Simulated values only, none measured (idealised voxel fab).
The process module that follows is named voxel quadruple lines.
The width of the displayed cross-section, cut, is 265 nm; its cells are square, with a size of 5 nm.
Cross-sections here: square-cell grids, written as top-down lists of bands, a band being one or more rows of cells. Read a band's entry like this: the first values are the height of its top and the height of its bottom in nm, and what follows is the sequence of materials from left to right, each with its width in nm. Note that "air" is empty space, and that a single material marked "edge to edge" reaches across the band from edge to edge. Heights from 0 (as-received wafer is one material below). Bottom band endless downward, as "z 0 and below". The width entry "30 to 40" should be interpreted row by row: the top row of cells in the band takes the first number, the bottom row takes the second number, and the change between adjacent rows is uniform throughout. You'll sometimes find "no change" written for a step, and that's the way of saying that nowhere in the cross-section did a cell change during that step. Enclosed void list: empty space of 8 cells or more with no open way to the top, each as width x height at its distance from the left edge, in nm. The remark found on a step's line after its settings is issued by the simulator itself and pertains to that step. If you see "overlay nm" on a step's line and that step has a mask, it's telling you how far right of where it was planned the mask ended up; a negative number means it went left instead.

### Steps in the process plan
1 RECEIVE (material Si)
2 CONFORMAL_DEP (material Al2O3; thk nm 5)
3 DIRECTIONAL_DEP (material W; thk nm 10)
4 DIRECTIONAL_DEP (material polySi; thk nm 15)
5 DIRECTIONAL_DEP (material aC; thk nm 20)
6 PATTERN (tone cover; mask id MANDREL; material resist; width nm 20; pitch nm 60; thk nm 25; overlay nm 0)
7 DIRECTIONAL_ETCH (etch materials aC; depth nm 20)
8 STRIP (etch materials resist)
9 CONFORMAL_DEP (material SiO2; thk nm 10)
10 DIRECTIONAL_ETCH (etch materials SiO2; depth nm 10)
11 STRIP (etch materials aC)
12 DIRECTIONAL_ETCH (etch materials polySi; depth nm 15)
13 STRIP (etch materials SiO2)
14 CONFORMAL_DEP (material SiN; thk nm 5)
15 DIRECTIONAL_ETCH (etch materials SiN; depth nm 5)
16 STRIP (etch materials polySi)
17 DIRECTIONAL_ETCH (etch materials W; depth nm 10)
18 STRIP (etch materials SiN)
19 FILL_DEP (material SiO2; thk nm 10)
20 CMP (height nm 15)

### first wafer, as planned

### This is the cross-section of the wafer as we received it, i.e. after step 1
* z 0 and below = Si edge to edge
* Enclosed void list: none

### Cross-sectional representation of the wafer at the conclusion of step 2
* z 5 to 0 = Al2O3 edge to edge
* Note: structure below 0 unchanged.

### Cross-sectional representation of the wafer at the conclusion of step 3
* z 15 to 5 = W edge to edge
* Note: structure below 5 unchanged.

### Cross-sectional representation of the wafer at the conclusion of step 4
* z 30 to 15 = polySi edge to edge
* Note: structure below 15 unchanged.

### Cross-sectional representation of the wafer at the conclusion of step 5
* z 50 to 30 = aC edge to edge
* Note: structure below 30 unchanged.

### Cross-sectional representation of the wafer at the conclusion of step 6
* z 75 to 50 = air 90 nm; resist 20 nm; air 40 nm; resist 20 nm; air 95 nm
* Note: structure below 50 unchanged.

### Cross-sectional representation of the wafer at the conclusion of step 7
* z 55 to 50 = air 90 nm; resist 20 nm; air 40 nm; resist 20 nm; air 95 nm
* z 50 to 30 = air 90 nm; aC 20 nm; air 40 nm; aC 20 nm; air 95 nm
* Note: structure below 30 unchanged.

### Cross-sectional representation of the wafer at the conclusion of step 8
* z 50 to 30 = air 90 nm; aC 20 nm; air 40 nm; aC 20 nm; air 95 nm
* Note: structure below 30 unchanged.

### Cross-sectional representation of the wafer at the conclusion of step 9
* z 60 to 50 = air 80 nm; SiO2 40 nm; air 20 nm; SiO2 40 nm; air 85 nm
* z 50 to 40 = air 80 nm; SiO2 10 nm; aC 20 nm; SiO2 10 nm; air 20 nm; SiO2 10 nm; aC 20 nm; SiO2 10 nm; air 85 nm
* z 40 to 30 = SiO2 90 nm; aC 20 nm; SiO2 40 nm; aC 20 nm; SiO2 95 nm
* Note: structure below 30 unchanged.

### Cross-sectional representation of the wafer at the conclusion of step 10
* z 50 to 30 = air 80 nm; SiO2 10 nm; aC 20 nm; SiO2 10 nm; air 20 nm; SiO2 10 nm; aC 20 nm; SiO2 10 nm; air 85 nm
* Note: structure below 30 unchanged.

### Cross-sectional representation of the wafer at the conclusion of step 11
* z 50 to 30 = air 80 nm; SiO2 10 nm; air 20 nm; SiO2 10 nm; air 20 nm; SiO2 10 nm; air 20 nm; SiO2 10 nm; air 85 nm
* Note: structure below 30 unchanged.

### Cross-sectional representation of the wafer at the conclusion of step 12
* z 50 to 30 = air 80 nm; SiO2 10 nm; air 20 nm; SiO2 10 nm; air 20 nm; SiO2 10 nm; air 20 nm; SiO2 10 nm; air 85 nm
* z 30 to 15 = air 80 nm; polySi 10 nm; air 20 nm; polySi 10 nm; air 20 nm; polySi 10 nm; air 20 nm; polySi 10 nm; air 85 nm
* Note: structure below 15 unchanged.

### Cross-sectional representation of the wafer at the conclusion of step 13
* z 30 to 15 = air 80 nm; polySi 10 nm; air 20 nm; polySi 10 nm; air 20 nm; polySi 10 nm; air 20 nm; polySi 10 nm; air 85 nm
* Note: structure below 15 unchanged.

### Cross-sectional representation of the wafer at the conclusion of step 14
* z 35 to 30 = air 75 nm; SiN 20 nm; air 10 nm; SiN 20 nm; air 10 nm; SiN 20 nm; air 10 nm; SiN 20 nm; air 80 nm
* z 30 to 20 = air 75 nm; SiN 5 nm; polySi 10 nm; SiN 5 nm; air 10 nm; SiN 5 nm; polySi 10 nm; SiN 5 nm; air 10 nm; SiN 5 nm; polySi 10 nm; SiN 5 nm; air 10 nm; SiN 5 nm; polySi 10 nm; SiN 5 nm; air 80 nm
* z 20 to 15 = SiN 80 nm; polySi 10 nm; SiN 20 nm; polySi 10 nm; SiN 20 nm; polySi 10 nm; SiN 20 nm; polySi 10 nm; SiN 85 nm
* Note: structure below 15 unchanged.

### Cross-sectional representation of the wafer at the conclusion of step 15
* z 30 to 15 = air 75 nm; SiN 5 nm; polySi 10 nm; SiN 5 nm; air 10 nm; SiN 5 nm; polySi 10 nm; SiN 5 nm; air 10 nm; SiN 5 nm; polySi 10 nm; SiN 5 nm; air 10 nm; SiN 5 nm; polySi 10 nm; SiN 5 nm; air 80 nm
* Note: structure below 15 unchanged.

### Cross-sectional representation of the wafer at the conclusion of step 16
* z 30 to 15 = air 75 nm; SiN 5 nm; air 10 nm; SiN 5 nm; air 10 nm; SiN 5 nm; air 10 nm; SiN 5 nm; air 10 nm; SiN 5 nm; air 10 nm; SiN 5 nm; air 10 nm; SiN 5 nm; air 10 nm; SiN 5 nm; air 80 nm
* Note: structure below 15 unchanged.

### Cross-sectional representation of the wafer at the conclusion of step 17
* z 30 to 15 = air 75 nm; SiN 5 nm; air 10 nm; SiN 5 nm; air 10 nm; SiN 5 nm; air 10 nm; SiN 5 nm; air 10 nm; SiN 5 nm; air 10 nm; SiN 5 nm; air 10 nm; SiN 5 nm; air 10 nm; SiN 5 nm; air 80 nm
* z 15 to 5 = air 75 nm; W 5 nm; air 10 nm; W 5 nm; air 10 nm; W 5 nm; air 10 nm; W 5 nm; air 10 nm; W 5 nm; air 10 nm; W 5 nm; air 10 nm; W 5 nm; air 10 nm; W 5 nm; air 80 nm
* Note: structure below 5 unchanged.

### Cross-sectional representation of the wafer at the conclusion of step 18
* z 15 to 5 = air 75 nm; W 5 nm; air 10 nm; W 5 nm; air 10 nm; W 5 nm; air 10 nm; W 5 nm; air 10 nm; W 5 nm; air 10 nm; W 5 nm; air 10 nm; W 5 nm; air 10 nm; W 5 nm; air 80 nm
* Note: structure below 5 unchanged.

### Cross-sectional representation of the wafer at the conclusion of step 19
* z 25 to 15 = SiO2 edge to edge
* z 15 to 5 = SiO2 75 nm; W 5 nm; SiO2 10 nm; W 5 nm; SiO2 10 nm; W 5 nm; SiO2 10 nm; W 5 nm; SiO2 10 nm; W 5 nm; SiO2 10 nm; W 5 nm; SiO2 10 nm; W 5 nm; SiO2 10 nm; W 5 nm; SiO2 80 nm
* Note: structure below 5 unchanged.

### Cross-sectional representation of the wafer at the conclusion of step 20
* z 15 to 5 = SiO2 75 nm; W 5 nm; SiO2 10 nm; W 5 nm; SiO2 10 nm; W 5 nm; SiO2 10 nm; W 5 nm; SiO2 10 nm; W 5 nm; SiO2 10 nm; W 5 nm; SiO2 10 nm; W 5 nm; SiO2 10 nm; W 5 nm; SiO2 80 nm
* Note: structure below 5 unchanged.

### Second Wafer (Identical Start and Plan, One Processing Error; Matches First Wafer Through Step 5)

### Planned end of step 6: second wafer, cross-section
* z 75 to 50 = air 95 nm; resist 15 nm; air 45 nm; resist 15 nm; air 95 nm
* Note: structure below 50 unchanged.

### Planned end of step 7: second wafer, cross-section
* z 55 to 50 = air 95 nm; resist 15 nm; air 45 nm; resist 15 nm; air 95 nm
* z 50 to 30 = air 95 nm; aC 15 nm; air 45 nm; aC 15 nm; air 95 nm
* Note: structure below 30 unchanged.

### Planned end of step 8: second wafer, cross-section
* z 50 to 30 = air 95 nm; aC 15 nm; air 45 nm; aC 15 nm; air 95 nm
* Note: structure below 30 unchanged.

### Planned end of step 9: second wafer, cross-section
* z 60 to 50 = air 85 nm; SiO2 35 nm; air 25 nm; SiO2 35 nm; air 85 nm
* z 50 to 40 = air 85 nm; SiO2 10 nm; aC 15 nm; SiO2 10 nm; air 25 nm; SiO2 10 nm; aC 15 nm; SiO2 10 nm; air 85 nm
* z 40 to 30 = SiO2 95 nm; aC 15 nm; SiO2 45 nm; aC 15 nm; SiO2 95 nm
* Note: structure below 30 unchanged.

### Planned end of step 10: second wafer, cross-section
* z 50 to 30 = air 85 nm; SiO2 10 nm; aC 15 nm; SiO2 10 nm; air 25 nm; SiO2 10 nm; aC 15 nm; SiO2 10 nm; air 85 nm
* Note: structure below 30 unchanged.

### Planned end of step 11: second wafer, cross-section
* z 50 to 30 = air 85 nm; SiO2 10 nm; air 15 nm; SiO2 10 nm; air 25 nm; SiO2 10 nm; air 15 nm; SiO2 10 nm; air 85 nm
* Note: structure below 30 unchanged.

### Planned end of step 12: second wafer, cross-section
* z 50 to 30 = air 85 nm; SiO2 10 nm; air 15 nm; SiO2 10 nm; air 25 nm; SiO2 10 nm; air 15 nm; SiO2 10 nm; air 85 nm
* z 30 to 15 = air 85 nm; polySi 10 nm; air 15 nm; polySi 10 nm; air 25 nm; polySi 10 nm; air 15 nm; polySi 10 nm; air 85 nm
* Note: structure below 15 unchanged.

### Planned end of step 13: second wafer, cross-section
* z 30 to 15 = air 85 nm; polySi 10 nm; air 15 nm; polySi 10 nm; air 25 nm; polySi 10 nm; air 15 nm; polySi 10 nm; air 85 nm
* Note: structure below 15 unchanged.

### Planned end of step 14: second wafer, cross-section
* z 35 to 30 = air 80 nm; SiN 20 nm; air 5 nm; SiN 20 nm; air 15 nm; SiN 20 nm; air 5 nm; SiN 20 nm; air 80 nm
* z 30 to 20 = air 80 nm; SiN 5 nm; polySi 10 nm; SiN 5 nm; air 5 nm; SiN 5 nm; polySi 10 nm; SiN 5 nm; air 15 nm; SiN 5 nm; polySi 10 nm; SiN 5 nm; air 5 nm; SiN 5 nm; polySi 10 nm; SiN 5 nm; air 80 nm
* z 20 to 15 = SiN 85 nm; polySi 10 nm; SiN 15 nm; polySi 10 nm; SiN 25 nm; polySi 10 nm; SiN 15 nm; polySi 10 nm; SiN 85 nm
* Note: structure below 15 unchanged.

### Planned end of step 15: second wafer, cross-section
* z 30 to 15 = air 80 nm; SiN 5 nm; polySi 10 nm; SiN 5 nm; air 5 nm; SiN 5 nm; polySi 10 nm; SiN 5 nm; air 15 nm; SiN 5 nm; polySi 10 nm; SiN 5 nm; air 5 nm; SiN 5 nm; polySi 10 nm; SiN 5 nm; air 80 nm
* Note: structure below 15 unchanged.

### Planned end of step 16: second wafer, cross-section
* z 30 to 15 = air 80 nm; SiN 5 nm; air 10 nm; SiN 5 nm; air 5 nm; SiN 5 nm; air 10 nm; SiN 5 nm; air 15 nm; SiN 5 nm; air 10 nm; SiN 5 nm; air 5 nm; SiN 5 nm; air 10 nm; SiN 5 nm; air 80 nm
* Note: structure below 15 unchanged.

### Planned end of step 17: second wafer, cross-section
* z 30 to 15 = air 80 nm; SiN 5 nm; air 10 nm; SiN 5 nm; air 5 nm; SiN 5 nm; air 10 nm; SiN 5 nm; air 15 nm; SiN 5 nm; air 10 nm; SiN 5 nm; air 5 nm; SiN 5 nm; air 10 nm; SiN 5 nm; air 80 nm
* z 15 to 5 = air 80 nm; W 5 nm; air 10 nm; W 5 nm; air 5 nm; W 5 nm; air 10 nm; W 5 nm; air 15 nm; W 5 nm; air 10 nm; W 5 nm; air 5 nm; W 5 nm; air 10 nm; W 5 nm; air 80 nm
* Note: structure below 5 unchanged.

### Planned end of step 18: second wafer, cross-section
* z 15 to 5 = air 80 nm; W 5 nm; air 10 nm; W 5 nm; air 5 nm; W 5 nm; air 10 nm; W 5 nm; air 15 nm; W 5 nm; air 10 nm; W 5 nm; air 5 nm; W 5 nm; air 10 nm; W 5 nm; air 80 nm
* Note: structure below 5 unchanged.

### Planned end of step 19: second wafer, cross-section
* z 25 to 15 = SiO2 edge to edge
* z 15 to 5 = SiO2 80 nm; W 5 nm; SiO2 10 nm; W 5 nm; SiO2 5 nm; W 5 nm; SiO2 10 nm; W 5 nm; SiO2 15 nm; W 5 nm; SiO2 10 nm; W 5 nm; SiO2 5 nm; W 5 nm; SiO2 10 nm; W 5 nm; SiO2 80 nm
* Note: structure below 5 unchanged.

### Planned end of step 20: second wafer, cross-section
* z 15 to 5 = SiO2 80 nm; W 5 nm; SiO2 10 nm; W 5 nm; SiO2 5 nm; W 5 nm; SiO2 10 nm; W 5 nm; SiO2 15 nm; W 5 nm; SiO2 10 nm; W 5 nm; SiO2 5 nm; W 5 nm; SiO2 10 nm; W 5 nm; SiO2 80 nm
* Note: structure below 5 unchanged.
Short version of what went wrong: step 6 off recipe, ran as PATTERN (tone cover; mask id MANDREL; material resist; width nm 15; pitch nm 60; thk nm 25; overlay nm 0)
Both wafers, final: cells per material equal; arrangement not.
